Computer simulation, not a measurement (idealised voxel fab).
You're looking at the process module voxel self aligned contacts.
Cross-sectional view cut (width: 220 nm; square cell size: 5 nm).
A cross-section is written here as square cells arranged in a grid, and it is given in bands from the top down, each band taking up one or more rows of cells. Top, bottom (nm), then materials left to right with widths (nm); lone material tagged "full width" fills the whole band edge to edge; "air" = empty space. Heights are reckoned from 0. Under this level, the received wafer is all of one material. The bottommost band is open-ended downward, for example "0 and below". A two-number width, for instance "30->40", indicates that the width is equal to the first number in the top row of the band and to the second number in the bottom row, and that it changes by a constant amount per row of cells. You'll sometimes find "nothing altered" written for a step, and that's the way of saying that nowhere in the cross-section did a cell change during that step. Non-vented voids: empty space of 8 cells or more with no open way to the top, each as width x height at its distance from the left edge, in nm. Whatever follows a step's settings on its line is a remark the simulator itself makes about that step. overlay nm: how far to the right of its planned place the mask lay on this masked step (negative: to the left).

The process steps that were planned are listed below
1: RECEIVE (material Si)
2: CONFORMAL_DEP (material SiO2; thk nm 5)
3: DIRECTIONAL_DEP (material polySi; thk nm 25)
4: DIRECTIONAL_DEP (material SiN; thk nm 25)
5: PATTERN (tone cover; mask id GATE; material resist; width nm 30; pitch nm 75; thk nm 20; overlay nm 0)
6: DIRECTIONAL_ETCH (etch materials SiN; depth nm 25)
7: DIRECTIONAL_ETCH (etch materials polySi; depth nm 25)
8: STRIP (etch materials resist)
9: CONFORMAL_DEP (material SiN; thk nm 10)
10: DIRECTIONAL_ETCH (etch materials SiN; depth nm 10)
11: FILL_DEP (material SiO2; thk nm 15)
12: CMP (height nm 60)
13: MASKED_ETCH (tone open; mask id CONTACT; width nm 55; etch materials SiO2; depth nm 60; overlay nm 0)
14: CONFORMAL_DEP (material TiN; thk nm 5)
15: FILL_DEP (material W; thk nm 5)
16: CMP (height nm 60)
17: CONFORMAL_DEP (material SiCN; thk nm 5)

The following pertains to the first of two wafers, which was processed as planned

Incoming wafer in cross-section (state: after step 1)
    0 and below = Si full width
    Non-vented voids: none

after step 2
    5 down to 0 = SiO2 full width
    Beneath the level 0, the cross-section is identical to its previous state.

after step 3
    30 down to 5 = polySi full width
    Beneath the level 5, the cross-section is identical to its previous state.

after step 4
    55 down to 30 = SiN full width
    Beneath the level 30, the cross-section is identical to its previous state.

after step 5
    75 down to 55 = air=55 | resist=30 | air=45 | resist=30 | air=60
    Beneath the level 55, the cross-section is identical to its previous state.

after step 6
    75 down to 55 = air=55 | resist=30 | air=45 | resist=30 | air=60
    55 down to 30 = air=55 | SiN=30 | air=45 | SiN=30 | air=60
    Beneath the level 30, the cross-section is identical to its previous state.

after step 7
    75 down to 55 = air=55 | resist=30 | air=45 | resist=30 | air=60
    55 down to 30 = air=55 | SiN=30 | air=45 | SiN=30 | air=60
    30 down to 5 = air=55 | polySi=30 | air=45 | polySi=30 | air=60
    Beneath the level 5, the cross-section is identical to its previous state.

after step 8
    55 down to 30 = air=55 | SiN=30 | air=45 | SiN=30 | air=60
    Beneath the level 30, the cross-section is identical to its previous state.

after step 9
    65 down to 30 = air=45 | SiN=50 | air=25 | SiN=50 | air=50
    30 down to 15 = air=45 | SiN=10 | polySi=30 | SiN=10 | air=25 | SiN=10 | polySi=30 | SiN=10 | air=50
    15 down to 5 = SiN=55 | polySi=30 | SiN=45 | polySi=30 | SiN=60
    Beneath the level 5, the cross-section is identical to its previous state.

after step 10
    55 down to 30 = air=45 | SiN=50 | air=25 | SiN=50 | air=50
    30 down to 5 = air=45 | SiN=10 | polySi=30 | SiN=10 | air=25 | SiN=10 | polySi=30 | SiN=10 | air=50
    Beneath the level 5, the cross-section is identical to its previous state.

after step 11
    70 down to 55 = SiO2 full width
    55 down to 30 = SiO2=45 | SiN=50 | SiO2=25 | SiN=50 | SiO2=50
    30 down to 5 = SiO2=45 | SiN=10 | polySi=30 | SiN=10 | SiO2=25 | SiN=10 | polySi=30 | SiN=10 | SiO2=50
    Beneath the level 5, the cross-section is identical to its previous state.

after step 12
    60 down to 55 = SiO2 full width
    Beneath the level 55, the cross-section is identical to its previous state.

after step 13
    60 down to 55 = SiO2=80 | air=55 | SiO2=85
    55 down to 30 = SiO2=45 | SiN=50 | air=25 | SiN=50 | SiO2=50
    30 down to 5 = SiO2=45 | SiN=10 | polySi=30 | SiN=10 | air=25 | SiN=10 | polySi=30 | SiN=10 | SiO2=50
    5 down to 0 = SiO2=95 | air=25 | SiO2=100
    Beneath the level 0, the cross-section is identical to its previous state.

after step 14
    65 down to 60 = TiN=85 | air=45 | TiN=90
    60 down to 55 = SiO2=80 | TiN=20 | air=15 | TiN=20 | SiO2=85
    55 down to 30 = SiO2=45 | SiN=50 | TiN=5 | air=15 | TiN=5 | SiN=50 | SiO2=50
    30 down to 5 = SiO2=45 | SiN=10 | polySi=30 | SiN=10 | TiN=5 | air=15 | TiN=5 | SiN=10 | polySi=30 | SiN=10 | SiO2=50
    5 down to 0 = SiO2=95 | TiN=25 | SiO2=100
    Beneath the level 0, the cross-section is identical to its previous state.

after step 15
    70 down to 65 = W full width
    65 down to 60 = TiN=85 | W=45 | TiN=90
    60 down to 55 = SiO2=80 | TiN=20 | W=15 | TiN=20 | SiO2=85
    55 down to 30 = SiO2=45 | SiN=50 | TiN=5 | W=15 | TiN=5 | SiN=50 | SiO2=50
    30 down to 5 = SiO2=45 | SiN=10 | polySi=30 | SiN=10 | TiN=5 | W=15 | TiN=5 | SiN=10 | polySi=30 | SiN=10 | SiO2=50
    Beneath the level 5, the cross-section is identical to its previous state.

after step 16
    60 down to 55 = SiO2=80 | TiN=20 | W=15 | TiN=20 | SiO2=85
    Beneath the level 55, the cross-section is identical to its previous state.

after step 17
    65 down to 60 = SiCN full width
    Beneath the level 60, the cross-section is identical to its previous state.

Second Wafer (Identical Start and Plan, One Processing Error; Matches First Wafer Through Step 4)

At the planned end of step 5, the second wafer in cross-section
    75 down to 55 = resist=55 | air=30 | resist=45 | air=30 | resist=60
    Beneath the level 55, the cross-section is identical to its previous state.

At the planned end of step 6, the second wafer in cross-section
    75 down to 55 = resist=55 | air=30 | resist=45 | air=30 | resist=60
    55 down to 30 = SiN=55 | air=30 | SiN=45 | air=30 | SiN=60
    Beneath the level 30, the cross-section is identical to its previous state.

At the planned end of step 7, the second wafer in cross-section
    75 down to 55 = resist=55 | air=30 | resist=45 | air=30 | resist=60
    55 down to 30 = SiN=55 | air=30 | SiN=45 | air=30 | SiN=60
    30 down to 5 = polySi=55 | air=30 | polySi=45 | air=30 | polySi=60
    Beneath the level 5, the cross-section is identical to its previous state.

At the planned end of step 8, the second wafer in cross-section
    55 down to 30 = SiN=55 | air=30 | SiN=45 | air=30 | SiN=60
    Beneath the level 30, the cross-section is identical to its previous state.

At the planned end of step 9, the second wafer in cross-section
    65 down to 30 = SiN=65 | air=10 | SiN=65 | air=10 | SiN=70
    30 down to 15 = polySi=55 | SiN=10 | air=10 | SiN=10 | polySi=45 | SiN=10 | air=10 | SiN=10 | polySi=60
    15 down to 5 = polySi=55 | SiN=30 | polySi=45 | SiN=30 | polySi=60
    Beneath the level 5, the cross-section is identical to its previous state.

At the planned end of step 10, the second wafer in cross-section
    55 down to 30 = SiN=65 | air=10 | SiN=65 | air=10 | SiN=70
    30 down to 5 = polySi=55 | SiN=10 | air=10 | SiN=10 | polySi=45 | SiN=10 | air=10 | SiN=10 | polySi=60
    Beneath the level 5, the cross-section is identical to its previous state.

At the planned end of step 11, the second wafer in cross-section
    70 down to 55 = SiO2 full width
    55 down to 30 = SiN=65 | SiO2=10 | SiN=65 | SiO2=10 | SiN=70
    30 down to 5 = polySi=55 | SiN=10 | SiO2=10 | SiN=10 | polySi=45 | SiN=10 | SiO2=10 | SiN=10 | polySi=60
    Beneath the level 5, the cross-section is identical to its previous state.

At the planned end of step 12, the second wafer in cross-section
    60 down to 55 = SiO2 full width
    Beneath the level 55, the cross-section is identical to its previous state.

At the planned end of step 13, the second wafer in cross-section
    60 down to 55 = SiO2=80 | air=55 | SiO2=85
    Beneath the level 55, the cross-section is identical to its previous state.

At the planned end of step 14, the second wafer in cross-section
    65 down to 60 = TiN=85 | air=45 | TiN=90
    60 down to 55 = SiO2=80 | TiN=55 | SiO2=85
    Beneath the level 55, the cross-section is identical to its previous state.

At the planned end of step 15, the second wafer in cross-section
    70 down to 65 = W full width
    65 down to 60 = TiN=85 | W=45 | TiN=90
    Beneath the level 60, the cross-section is identical to its previous state.

At the planned end of step 16, the second wafer in cross-section
    60 down to 55 = SiO2=80 | TiN=55 | SiO2=85
    Beneath the level 55, the cross-section is identical to its previous state.

At the planned end of step 17, the second wafer in cross-section
    65 down to 60 = SiCN full width
    Beneath the level 60, the cross-section is identical to its previous state.
Run error: contrary to plan, step 5 was performed as PATTERN (tone open; mask id GATE; material resist; width nm 30; pitch nm 75; thk nm 20; overlay nm 0)
Heads up, by the end the second wafer has more or fewer cells of some materials compared to the first: +100 SiN; -145 SiO2; -22 TiN; -33 W; +100 polySi
